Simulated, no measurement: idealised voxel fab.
process module | voxel ribs on slabs
150 nm wide, 5 nm square cells: that's cross-section cut.
In this document a cross-section is written as a grid of square cells. It is given as a series of bands, listed from the top down, and a band is one or more rows of cells.
Band: top and bottom heights (nm) first, top before bottom; then materials from left to right, widths in nm. "all across" marks a sole material filling the band edge to edge. "blank" denotes empty space.
Below 0: as-received wafer, all one material; heights counted from there. Lowest band: no bottom, goes on down, written "0 down".
With a width like "30 to 40", each row of cells in the band differs from the next by the same amount, the top row carrying the first number and the bottom row the second.
Where a step carries "no alteration", the cross-section came out of it unchanged, cell for cell.
Under "Closed void inventory" you'll find the enclosed gaps, the ones with no way out to the top, that are 8 cells or bigger; each reads width x height at distance, with distance counted from the left edge, everything in nm.
Formally, on a step line, whatever follows the settings is a remark that the simulator itself makes on the step.
overlay nm: step with mask; distance mask lay right of planned place; negative value = left of planned place.

# The process steps that were planned are listed below
1: RECEIVE: material Si
2: DIRECTIONAL_DEP: material SiO2, thk nm 25
3: DIRECTIONAL_DEP: material SiN, thk nm 15
4: PATTERN: tone cover, mask id RIB, material resist, width nm 15, thk nm 15, overlay nm 0
5: DIRECTIONAL_ETCH: etch materials SiN, depth nm 10
6: STRIP: etch materials resist
7: MASKED_ETCH: tone cover, mask id SLAB, width nm 55, etch materials SiN, depth nm 5, overlay nm 0
8: FILL_DEP: material SiO2, thk nm 15
9: CMP: height nm 50
10: DIRECTIONAL_DEP: material TiN, thk nm 5
11: PATTERN: tone cover, mask id HEATER, material resist, width nm 25, thk nm 20, overlay nm 0
12: DIRECTIONAL_ETCH: etch materials TiN, depth nm 5
13: STRIP: etch materials resist
14: CONFORMAL_DEP: material SiN, thk nm 5

# As received (post step 1): cross-section
    0 down = Si all across
    Closed void inventory: none

# End-of-module cross-section. Starting structure and process plan as above; one mistake made in running it
    55 to 50 = blank: 55 | SiN: 35 | blank: 60
    50 to 45 = SiN: 60 | TiN: 25 | SiN: 65
    45 to 40 = SiO2 all across
    40 to 30 = SiO2: 65 | SiN: 15 | SiO2: 70
    30 to 25 = SiO2: 45 | SiN: 55 | SiO2: 50
    25 to 0 = SiO2 all across
    0 down = Si all across
    Closed void inventory: none
Diagnosis: step 9 ran as: CMP: height nm 45
